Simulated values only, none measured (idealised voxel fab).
The process module presented herein is designated voxel self aligned contacts.
We display cut, a cross-section 205 nm in width whose square cells are each 5 nm.
Just so we're on the same page, the cross-sections are grids of square cells, and they're listed out in bands top to bottom, each band one or more rows deep.
Quick guide to a band line: top height, bottom height (nm) up front; then every material left to right with its width in nm. Only one material and it's marked "all across"? Then it fills the band edge to edge. And "blank" just means empty space.
Ref level 0: as-received wafer is one material below here. Bottom band extends down with no lower bound ("top 0, no bottom").
It should be noted that a width expressed as "30->40" varies in equal increments from row to row of cells within the band, taking the value of the first number at the top row and that of the second number at the bottom row.
Where a step carries "nothing got changed", the cross-section came out of it unchanged, cell for cell.
Entry "Enclosed void listing" = empty spaces >= 8 cells with no open way to the top; each as width x height at distance, distance from left edge, all nm.
If you see something after the settings on a step's line, that's the simulator's own remark about that step.
On any step carrying a mask, the "overlay nm" setting, if present on the step's line, tells how far right of its planned place the mask lay; negative values point to the left.
The process steps that were planned are listed below:
1 RECEIVE, material Si
2 CONFORMAL_DEP, material SiO2, thk nm 5
3 DIRECTIONAL_DEP, material polySi, thk nm 25
4 DIRECTIONAL_DEP, material SiN, thk nm 20
5 PATTERN, tone cover, mask id GATE, material resist, width nm 25, pitch nm 50, thk nm 15, overlay nm 0
6 DIRECTIONAL_ETCH, etch materials SiN, depth nm 20
7 DIRECTIONAL_ETCH, etch materials polySi, depth nm 25
8 STRIP, etch materials resist
9 CONFORMAL_DEP, material SiN, thk nm 5
10 DIRECTIONAL_ETCH, etch materials SiN, depth nm 5
11 FILL_DEP, material SiO2, thk nm 20
12 CMP, height nm 60
13 DIRECTIONAL_DEP, material aC, thk nm 15
14 PATTERN, tone open, mask id CONTACT, material resist, width nm 35, pitch nm 50, thk nm 30, overlay nm 0
15 DIRECTIONAL_ETCH, etch materials aC, depth nm 15
16 STRIP, etch materials resist
17 DIRECTIONAL_ETCH, etch materials SiO2, depth nm 60
18 STRIP, etch materials aC
19 CONFORMAL_DEP, material TiN, thk nm 5
20 FILL_DEP, material W, thk nm 5
21 CMP, height nm 60
22 CONFORMAL_DEP, material SiN, thk nm 5
Cross-section of the wafer at receipt, which is the condition after step 1:
    top 0, no bottom | Si all across
    Enclosed void listing: none
Wafer cross-section at module end: first of two, run to plan:
    top 65, bottom 60 | SiN all across
    top 60, bottom 50 | SiO2 (60), then TiN (5->15), then W (25->5), then TiN (5->15), then SiO2 (15), then TiN (5->15), then W (25->5), then TiN (5->15), then SiO2 (60)
    top 50, bottom 30 | SiO2 (35), then SiN (35), then TiN (5), then W (5), then TiN (5), then SiN (35), then TiN (5), then W (5), then TiN (5), then SiN (35), then SiO2 (35)
    top 30, bottom 5 | SiO2 (35), then SiN (5), then polySi (25), then SiN (5), then TiN (5), then W (5), then TiN (5), then SiN (5), then polySi (25), then SiN (5), then TiN (5), then W (5), then TiN (5), then SiN (5), then polySi (25), then SiN (5), then SiO2 (35)
    top 5, bottom 0 | SiO2 (70), then TiN (15), then SiO2 (35), then TiN (15), then SiO2 (70)
    top 0, no bottom | Si all across
    Enclosed void listing: none
Cross-section at end of module for the second wafer of two, which matched the first in starting point and plan and differed by one mistake in its processing:
    top 65, bottom 60 | SiN all across
    top 60, bottom 55 | SiO2 (35), then SiN (35), then TiN (5), then W (5), then TiN (5), then SiN (35), then TiN (5), then W (5), then TiN (5), then SiN (35), then SiO2 (35)
    top 55, bottom 35 | SiO2 (35), then SiN (5), then polySi (25), then SiN (5), then TiN (5), then W (5), then TiN (5), then SiN (5), then polySi (25), then SiN (5), then TiN (5), then W (5), then TiN (5), then SiN (5), then polySi (25), then SiN (5), then SiO2 (35)
    top 35, bottom 30 | SiO2 (35), then SiN (5), then polySi (25), then SiN (5), then TiN (15), then SiN (5), then polySi (25), then SiN (5), then TiN (15), then SiN (5), then polySi (25), then SiN (5), then SiO2 (35)
    top 30, bottom 5 | polySi all across
    top 5, bottom 0 | SiO2 all across
    top 0, no bottom | Si all across
    Enclosed void listing: none
Against the plan, the run slipped here: step 3, plan: ran twice
End of process, cell counts, second wafer against first, materials with more or fewer: 63 fewer of SiN; 90 fewer of SiO2; 32 fewer of TiN; 20 fewer of W; 205 more of polySi
